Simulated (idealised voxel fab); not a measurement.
Process module heading - voxel trench capacitor
It is cross-section cut that appears here, measuring 275 nm in width, its square cells being 5 nm in size.
We lay out every cross-section as a grid of square cells and spell it out in bands from the top down, where one band means one or more rows of cells.
What a band's entry tells you: where the top is and where the bottom is, as heights in nm, and after that what lies inside, material by material from left to right, each with its width in nm. Empty space is written as the word "air", and a single material marked with the word "all across" occupies the band from edge to edge.
All heights in this document are referenced to 0, defined as the level beneath which the wafer, as received, consists entirely of one material. The lowest band is not bounded below; it extends indefinitely downward and is written in the form "0..down".
With a width like "30..40", each row of cells in the band differs from the next by the same amount, the top row carrying the first number and the bottom row the second.
Given "all unchanged" for a step, no cell of the cross-section differs between before and after that step.
Look at "Enclosed void inventory" for the closed voids: empty spaces with no open path to the top, sized 8 cells or up. Each is width x height at distance, distance from the left edge, all nm.
Anything after a step's settings on that line? It's the simulator's own note about the step.
What "overlay nm" on a step's line means: if the step has a mask, that mask lay this far to the right of its planned place, or, when the value is negative, to the left.
PROCESS STEPS (PLANNED)
1) RECEIVE,material Si
2) CONFORMAL_DEP,material SiN,thk nm 10
3) PATTERN,tone open,mask id TRENCH,material resist,width nm 20,pitch nm 50,thk nm 15,overlay nm -15
4) DIRECTIONAL_ETCH,etch materials SiN,depth nm 10
5) DIRECTIONAL_ETCH,etch materials Si,depth nm 30
6) STRIP,etch materials resist
7) CONFORMAL_DEP,material Al2O3,thk nm 5
8) FILL_DEP,material polySi,thk nm 10
9) CMP,height nm 10
Quick note for whoever runs this: the wafers start identical, but the overlay nm at step 3 isn't the same across them. The plan just shows what the first wafer had.
STEP 1 COMPLETE: AS-RECEIVED CROSS-SECTION OF THE FIRST OF SEVERAL WAFERS
  0..down: Si all across
  Enclosed void inventory: none
ROWS = WAFERS. AT MODULE END, EACH ROW LISTS PER MATERIAL THE CELLS GAINED (+) OR LOST (-) SINCE THE WAFER WAS RECEIVED, THEN THE CLOSED VOIDS
overlay nm -15 | +36 Al2O3 | -48 Si | +94 SiN | +28 polySi | Enclosed void inventory: none
overlay nm -10 | +36 Al2O3 | -48 Si | +94 SiN | +28 polySi | Enclosed void inventory: none
overlay nm -5 | +36 Al2O3 | -48 Si | +94 SiN | +28 polySi | Enclosed void inventory: none
overlay nm 0 | +36 Al2O3 | -48 Si | +94 SiN | +28 polySi | Enclosed void inventory: none
overlay nm 5 | +36 Al2O3 | -48 Si | +94 SiN | +28 polySi | Enclosed void inventory: none
overlay nm 10 | +36 Al2O3 | -48 Si | +94 SiN | +28 polySi | Enclosed void inventory: none
overlay nm 15 | +36 Al2O3 | -48 Si | +94 SiN | +28 polySi | Enclosed void inventory: none
